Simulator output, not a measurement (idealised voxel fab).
This is a process module. Its name is voxel gate over fins.
It is cross-section cut that appears here, measuring 140 nm in width, its square cells being 5 nm in size.
In what follows, cross-sections appear as grids of square cells, described through bands that run from the top down, where every band is one or more rows of cells.
The entry gives the band's vertical extent as a top height and a bottom height in nm, then its horizontal make-up as materials from left to right, each with a width in nm. "air" stands for empty space; a single material marked "throughout" fills the band edge to edge.
Heights from 0 (as-received wafer is one material below). Bottom band endless downward, as "0 nm and below".
The width entry "30..40" should be interpreted row by row: the top row of cells in the band takes the first number, the bottom row takes the second number, and the change between adjacent rows is uniform throughout.
For the purposes of this document, the phrase "nothing was modified" attached to a step denotes that no cell within the cross-section was modified by that step.
Any empty space of 8 cells or more lacking an open way to the top shows up in "Trapped cavities" as width x height at distance, distance from the left edge, in nm.
Note: text after step settings on the step line = simulator remark on that step.
When a step includes a mask, the "overlay nm" setting on its line states how far to the right of its planned place that mask lay, and negative values state how far to the left.

## Listed below are the process steps as planned
step 1: RECEIVE [material Si]
step 2: CONFORMAL_DEP [material SiN] [thk nm 10]
step 3: DIRECTIONAL_DEP [material aC] [thk nm 10]
step 4: PATTERN [tone cover] [mask id FINS] [material resist] [width nm 15] [pitch nm 55] [thk nm 25] [overlay nm 0]
step 5: DIRECTIONAL_ETCH [etch materials aC] [depth nm 10]
step 6: STRIP [etch materials resist]
step 7: DIRECTIONAL_ETCH [etch materials SiN] [depth nm 10]
step 8: DIRECTIONAL_ETCH [etch materials Si] [depth nm 35]
step 9: STRIP [etch materials aC]
step 10: OXIDIZE [depth nm 5]
step 11: FILL_DEP [material SiO2] [thk nm 10]
step 12: CMP [height nm 10]
step 13: DIRECTIONAL_DEP [material aC] [thk nm 15]
step 14: PATTERN [tone open] [mask id RAIL] [material resist] [width nm 15] [thk nm 30] [overlay nm 0]
step 15: DIRECTIONAL_ETCH [etch materials aC] [depth nm 15]
step 16: STRIP [etch materials resist]
step 17: DIRECTIONAL_ETCH [etch materials SiO2] [depth nm 40]
step 18: STRIP [etch materials aC]
step 19: CONFORMAL_DEP [material TiN] [thk nm 5]
step 20: FILL_DEP [material Ru] [thk nm 10]
step 21: CMP [height nm 10]
step 22: SELECTIVE_ETCH [etch materials W Ru TiN] [depth nm 25]
step 23: FILL_DEP [material SiO2] [thk nm 5]
step 24: CMP [height nm 10]
step 25: SELECTIVE_ETCH [etch materials SiO2] [depth nm 20]
step 26: STRIP [etch materials SiN]
step 27: CONFORMAL_DEP [material HfO2] [thk nm 5]
step 28: CONFORMAL_DEP [material TiN] [thk nm 5]
step 29: CONFORMAL_DEP [material TiAl] [thk nm 5]
step 30: CONFORMAL_DEP [material TiN] [thk nm 5]
step 31: FILL_DEP [material W] [thk nm 15]
step 32: CMP [height nm 30]
step 33: CONFORMAL_DEP [material SiCN] [thk nm 10]

## The first of two wafers, run as planned

## As received (post step 1): cross-section
> 0 nm and below  Si throughout
> Trapped cavities: none

## Cross-section: wafer state after step 2
> 10 nm to 0 nm  SiN throughout
> No changes below 0.

## Cross-section: wafer state after step 3
> 20 nm to 10 nm  aC throughout
> No changes below 10.

## Cross-section: wafer state after step 4
> 45 nm to 20 nm  35 air  15 resist  40 air  15 resist  35 air
> No changes below 20.

## Cross-section: wafer state after step 5
> 35 nm to 20 nm  35 air  15 resist  40 air  15 resist  35 air
> 20 nm to 10 nm  35 air  15 aC  40 air  15 aC  35 air
> No changes below 10.

## Cross-section: wafer state after step 6
> 20 nm to 10 nm  35 air  15 aC  40 air  15 aC  35 air
> No changes below 10.

## Cross-section: wafer state after step 7
> 20 nm to 10 nm  35 air  15 aC  40 air  15 aC  35 air
> 10 nm to 0 nm  35 air  15 SiN  40 air  15 SiN  35 air
> No changes below 0.

## Cross-section: wafer state after step 8
> 20 nm to 10 nm  35 air  15 aC  40 air  15 aC  35 air
> 10 nm to 0 nm  35 air  15 SiN  40 air  15 SiN  35 air
> 0 nm to -35 nm  35 air  15 Si  40 air  15 Si  35 air
> No changes below -35.

## Cross-section: wafer state after step 9
> 10 nm to 0 nm  35 air  15 SiN  40 air  15 SiN  35 air
> No changes below 0.

## Cross-section: wafer state after step 10
> 10 nm to 0 nm  35 air  15 SiN  40 air  15 SiN  35 air
> 0 nm to -35 nm  35 air  5 SiO2  5 Si  5 SiO2  40 air  5 SiO2  5 Si  5 SiO2  35 air
> -35 nm to -40 nm  40 SiO2  5 Si  50 SiO2  5 Si  40 SiO2
> No changes below -40.

## Cross-section: wafer state after step 11
> 20 nm to 10 nm  SiO2 throughout
> 10 nm to 0 nm  35 SiO2  15 SiN  40 SiO2  15 SiN  35 SiO2
> 0 nm to -40 nm  40 SiO2  5 Si  50 SiO2  5 Si  40 SiO2
> No changes below -40.

## Cross-section: wafer state after step 12
> 10 nm to 0 nm  35 SiO2  15 SiN  40 SiO2  15 SiN  35 SiO2
> No changes below 0.

## Cross-section: wafer state after step 13
> 25 nm to 10 nm  aC throughout
> No changes below 10.

## Cross-section: wafer state after step 14
> 55 nm to 25 nm  60 resist  15 air  65 resist
> No changes below 25.

## Cross-section: wafer state after step 15
> 40 nm to 25 nm  60 resist  15 air  65 resist
> 25 nm to 10 nm  60 aC  15 air  65 aC
> No changes below 10.

## Cross-section: wafer state after step 16
> 25 nm to 10 nm  60 aC  15 air  65 aC
> No changes below 10.

## Cross-section: wafer state after step 17
> 25 nm to 10 nm  60 aC  15 air  65 aC
> 10 nm to 0 nm  35 SiO2  15 SiN  10 SiO2  15 air  15 SiO2  15 SiN  35 SiO2
> 0 nm to -30 nm  40 SiO2  5 Si  15 SiO2  15 air  20 SiO2  5 Si  40 SiO2
> No changes below -30.

## Cross-section: wafer state after step 18
> 10 nm to 0 nm  35 SiO2  15 SiN  10 SiO2  15 air  15 SiO2  15 SiN  35 SiO2
> No changes below 0.

## Cross-section: wafer state after step 19
> 15 nm to 10 nm  65 TiN  5 air  70 TiN
> 10 nm to 0 nm  35 SiO2  15 SiN  10 SiO2  5 TiN  5 air  5 TiN  15 SiO2  15 SiN  35 SiO2
> 0 nm to -25 nm  40 SiO2  5 Si  15 SiO2  5 TiN  5 air  5 TiN  20 SiO2  5 Si  40 SiO2
> -25 nm to -30 nm  40 SiO2  5 Si  15 SiO2  15 TiN  20 SiO2  5 Si  40 SiO2
> No changes below -30.

## Cross-section: wafer state after step 20
> 25 nm to 15 nm  Ru throughout
> 15 nm to 10 nm  65 TiN  5 Ru  70 TiN
> 10 nm to 0 nm  35 SiO2  15 SiN  10 SiO2  5 TiN  5 Ru  5 TiN  15 SiO2  15 SiN  35 SiO2
> 0 nm to -25 nm  40 SiO2  5 Si  15 SiO2  5 TiN  5 Ru  5 TiN  20 SiO2  5 Si  40 SiO2
> No changes below -25.

## Cross-section: wafer state after step 21
> 10 nm to 0 nm  35 SiO2  15 SiN  10 SiO2  5 TiN  5 Ru  5 TiN  15 SiO2  15 SiN  35 SiO2
> No changes below 0.

## Cross-section: wafer state after step 22
> 10 nm to 0 nm  35 SiO2  15 SiN  10 SiO2  15 air  15 SiO2  15 SiN  35 SiO2
> 0 nm to -15 nm  40 SiO2  5 Si  15 SiO2  15 air  20 SiO2  5 Si  40 SiO2
> No changes below -15.

## Cross-section: wafer state after step 23
> 15 nm to 10 nm  SiO2 throughout
> 10 nm to 0 nm  35 SiO2  15 SiN  40 SiO2  15 SiN  35 SiO2
> 0 nm to -15 nm  40 SiO2  5 Si  50 SiO2  5 Si  40 SiO2
> No changes below -15.

## Cross-section: wafer state after step 24
> 10 nm to 0 nm  35 SiO2  15 SiN  40 SiO2  15 SiN  35 SiO2
> No changes below 0.

## Cross-section: wafer state after step 25
> 10 nm to 0 nm  35 air  15 SiN  40 air  15 SiN  35 air
> 0 nm to -10 nm  40 air  5 Si  50 air  5 Si  40 air
> No changes below -10.

## Cross-section: wafer state after step 26
> 0 nm to -10 nm  40 air  5 Si  50 air  5 Si  40 air
> No changes below -10.

## Cross-section: wafer state after step 27
> 5 nm to 0 nm  35 air  15 HfO2  40 air  15 HfO2  35 air
> 0 nm to -5 nm  35 air  5 HfO2  5 Si  5 HfO2  40 air  5 HfO2  5 Si  5 HfO2  35 air
> -5 nm to -10 nm  40 HfO2  5 Si  50 HfO2  5 Si  40 HfO2
> No changes below -10.

## Cross-section: wafer state after step 28
> 10 nm to 5 nm  30 air  25 TiN  30 air  25 TiN  30 air
> 5 nm to 0 nm  30 air  5 TiN  15 HfO2  5 TiN  30 air  5 TiN  15 HfO2  5 TiN  30 air
> 0 nm to -5 nm  35 TiN  5 HfO2  5 Si  5 HfO2  40 TiN  5 HfO2  5 Si  5 HfO2  35 TiN
> No changes below -5.

## Cross-section: wafer state after step 29
> 15 nm to 10 nm  25 air  35 TiAl  20 air  35 TiAl  25 air
> 10 nm to 5 nm  25 air  5 TiAl  25 TiN  5 TiAl  20 air  5 TiAl  25 TiN  5 TiAl  25 air
> 5 nm to 0 nm  30 TiAl  5 TiN  15 HfO2  5 TiN  30 TiAl  5 TiN  15 HfO2  5 TiN  30 TiAl
> No changes below 0.

## Cross-section: wafer state after step 30
> 20 nm to 15 nm  20 air  45 TiN  10 air  45 TiN  20 air
> 15 nm to 10 nm  20 air  5 TiN  35 TiAl  5 TiN  10 air  5 TiN  35 TiAl  5 TiN  20 air
> 10 nm to 5 nm  25 TiN  5 TiAl  25 TiN  5 TiAl  20 TiN  5 TiAl  25 TiN  5 TiAl  25 TiN
> No changes below 5.

## Cross-section: wafer state after step 31
> 35 nm to 20 nm  W throughout
> 20 nm to 15 nm  20 W  45 TiN  10 W  45 TiN  20 W
> 15 nm to 10 nm  20 W  5 TiN  35 TiAl  5 TiN  10 W  5 TiN  35 TiAl  5 TiN  20 W
> No changes below 10.

## Cross-section: wafer state after step 32
> 30 nm to 20 nm  W throughout
> No changes below 20.

## Cross-section: wafer state after step 33
> 40 nm to 30 nm  SiCN throughout
> No changes below 30.

## Second of two: same start, same plan, one run error; steps up to and including 3 match the first

## X-section, second wafer, when step 4 was due to finish
> 45 nm to 20 nm  30 air  25 resist  30 air  25 resist  30 air
> No changes below 20.

## X-section, second wafer, when step 5 was due to finish
> 35 nm to 20 nm  30 air  25 resist  30 air  25 resist  30 air
> 20 nm to 10 nm  30 air  25 aC  30 air  25 aC  30 air
> No changes below 10.

## X-section, second wafer, when step 6 was due to finish
> 20 nm to 10 nm  30 air  25 aC  30 air  25 aC  30 air
> No changes below 10.

## X-section, second wafer, when step 7 was due to finish
> 20 nm to 10 nm  30 air  25 aC  30 air  25 aC  30 air
> 10 nm to 0 nm  30 air  25 SiN  30 air  25 SiN  30 air
> No changes below 0.

## X-section, second wafer, when step 8 was due to finish
> 20 nm to 10 nm  30 air  25 aC  30 air  25 aC  30 air
> 10 nm to 0 nm  30 air  25 SiN  30 air  25 SiN  30 air
> 0 nm to -35 nm  30 air  25 Si  30 air  25 Si  30 air
> No changes below -35.

## X-section, second wafer, when step 9 was due to finish
> 10 nm to 0 nm  30 air  25 SiN  30 air  25 SiN  30 air
> No changes below 0.

## X-section, second wafer, when step 10 was due to finish
> 10 nm to 0 nm  30 air  25 SiN  30 air  25 SiN  30 air
> 0 nm to -35 nm  30 air  5 SiO2  15 Si  5 SiO2  30 air  5 SiO2  15 Si  5 SiO2  30 air
> -35 nm to -40 nm  35 SiO2  15 Si  40 SiO2  15 Si  35 SiO2
> No changes below -40.

## X-section, second wafer, when step 11 was due to finish
> 20 nm to 10 nm  SiO2 throughout
> 10 nm to 0 nm  30 SiO2  25 SiN  30 SiO2  25 SiN  30 SiO2
> 0 nm to -40 nm  35 SiO2  15 Si  40 SiO2  15 Si  35 SiO2
> No changes below -40.

## X-section, second wafer, when step 12 was due to finish
> 10 nm to 0 nm  30 SiO2  25 SiN  30 SiO2  25 SiN  30 SiO2
> No changes below 0.

## X-section, second wafer, when step 13 was due to finish
> 25 nm to 10 nm  aC throughout
> No changes below 10.

## X-section, second wafer, when step 14 was due to finish
> 55 nm to 25 nm  60 resist  15 air  65 resist
> No changes below 25.

## X-section, second wafer, when step 15 was due to finish
> 40 nm to 25 nm  60 resist  15 air  65 resist
> 25 nm to 10 nm  60 aC  15 air  65 aC
> No changes below 10.

## X-section, second wafer, when step 16 was due to finish
> 25 nm to 10 nm  60 aC  15 air  65 aC
> No changes below 10.

## X-section, second wafer, when step 17 was due to finish
> 25 nm to 10 nm  60 aC  15 air  65 aC
> 10 nm to 0 nm  30 SiO2  25 SiN  5 SiO2  15 air  10 SiO2  25 SiN  30 SiO2
> 0 nm to -30 nm  35 SiO2  15 Si  10 SiO2  15 air  15 SiO2  15 Si  35 SiO2
> No changes below -30.

## X-section, second wafer, when step 18 was due to finish
> 10 nm to 0 nm  30 SiO2  25 SiN  5 SiO2  15 air  10 SiO2  25 SiN  30 SiO2
> No changes below 0.

## X-section, second wafer, when step 19 was due to finish
> 15 nm to 10 nm  65 TiN  5 air  70 TiN
> 10 nm to 0 nm  30 SiO2  25 SiN  5 SiO2  5 TiN  5 air  5 TiN  10 SiO2  25 SiN  30 SiO2
> 0 nm to -25 nm  35 SiO2  15 Si  10 SiO2  5 TiN  5 air  5 TiN  15 SiO2  15 Si  35 SiO2
> -25 nm to -30 nm  35 SiO2  15 Si  10 SiO2  15 TiN  15 SiO2  15 Si  35 SiO2
> No changes below -30.

## X-section, second wafer, when step 20 was due to finish
> 25 nm to 15 nm  Ru throughout
> 15 nm to 10 nm  65 TiN  5 Ru  70 TiN
> 10 nm to 0 nm  30 SiO2  25 SiN  5 SiO2  5 TiN  5 Ru  5 TiN  10 SiO2  25 SiN  30 SiO2
> 0 nm to -25 nm  35 SiO2  15 Si  10 SiO2  5 TiN  5 Ru  5 TiN  15 SiO2  15 Si  35 SiO2
> No changes below -25.

## X-section, second wafer, when step 21 was due to finish
> 10 nm to 0 nm  30 SiO2  25 SiN  5 SiO2  5 TiN  5 Ru  5 TiN  10 SiO2  25 SiN  30 SiO2
> No changes below 0.

## X-section, second wafer, when step 22 was due to finish
> 10 nm to 0 nm  30 SiO2  25 SiN  5 SiO2  15 air  10 SiO2  25 SiN  30 SiO2
> 0 nm to -15 nm  35 SiO2  15 Si  10 SiO2  15 air  15 SiO2  15 Si  35 SiO2
> No changes below -15.

## X-section, second wafer, when step 23 was due to finish
> 15 nm to 10 nm  SiO2 throughout
> 10 nm to 0 nm  30 SiO2  25 SiN  30 SiO2  25 SiN  30 SiO2
> 0 nm to -15 nm  35 SiO2  15 Si  40 SiO2  15 Si  35 SiO2
> No changes below -15.

## X-section, second wafer, when step 24 was due to finish
> 10 nm to 0 nm  30 SiO2  25 SiN  30 SiO2  25 SiN  30 SiO2
> No changes below 0.

## X-section, second wafer, when step 25 was due to finish
> 10 nm to 0 nm  30 air  25 SiN  30 air  25 SiN  30 air
> 0 nm to -10 nm  35 air  15 Si  40 air  15 Si  35 air
> No changes below -10.

## X-section, second wafer, when step 26 was due to finish
> 0 nm to -10 nm  35 air  15 Si  40 air  15 Si  35 air
> No changes below -10.

## X-section, second wafer, when step 27 was due to finish
> 5 nm to 0 nm  30 air  25 HfO2  30 air  25 HfO2  30 air
> 0 nm to -5 nm  30 air  5 HfO2  15 Si  5 HfO2  30 air  5 HfO2  15 Si  5 HfO2  30 air
> -5 nm to -10 nm  35 HfO2  15 Si  40 HfO2  15 Si  35 HfO2
> No changes below -10.

## X-section, second wafer, when step 28 was due to finish
> 10 nm to 5 nm  25 air  35 TiN  20 air  35 TiN  25 air
> 5 nm to 0 nm  25 air  5 TiN  25 HfO2  5 TiN  20 air  5 TiN  25 HfO2  5 TiN  25 air
> 0 nm to -5 nm  30 TiN  5 HfO2  15 Si  5 HfO2  30 TiN  5 HfO2  15 Si  5 HfO2  30 TiN
> No changes below -5.

## X-section, second wafer, when step 29 was due to finish
> 15 nm to 10 nm  20 air  45 TiAl  10 air  45 TiAl  20 air
> 10 nm to 5 nm  20 air  5 TiAl  35 TiN  5 TiAl  10 air  5 TiAl  35 TiN  5 TiAl  20 air
> 5 nm to 0 nm  25 TiAl  5 TiN  25 HfO2  5 TiN  20 TiAl  5 TiN  25 HfO2  5 TiN  25 TiAl
> No changes below 0.

## X-section, second wafer, when step 30 was due to finish
> 20 nm to 15 nm  15 air  110 TiN  15 air
> 15 nm to 10 nm  15 air  5 TiN  45 TiAl  10 TiN  45 TiAl  5 TiN  15 air
> 10 nm to 5 nm  20 TiN  5 TiAl  35 TiN  5 TiAl  10 TiN  5 TiAl  35 TiN  5 TiAl  20 TiN
> No changes below 5.

## X-section, second wafer, when step 31 was due to finish
> 35 nm to 20 nm  W throughout
> 20 nm to 15 nm  15 W  110 TiN  15 W
> 15 nm to 10 nm  15 W  5 TiN  45 TiAl  10 TiN  45 TiAl  5 TiN  15 W
> No changes below 10.

## X-section, second wafer, when step 32 was due to finish
> 30 nm to 20 nm  W throughout
> No changes below 20.

## X-section, second wafer, when step 33 was due to finish
> 40 nm to 30 nm  SiCN throughout
> No changes below 30.
Processing error: step 4 off recipe, ran as PATTERN [tone cover] [mask id FINS] [material resist] [width nm 25] [pitch nm 55] [thk nm 25] [overlay nm 0]
Per the end-of-run cell counts, the second wafer holds more or fewer of some materials than the first: +32 Si; -24 SiO2; -8 W
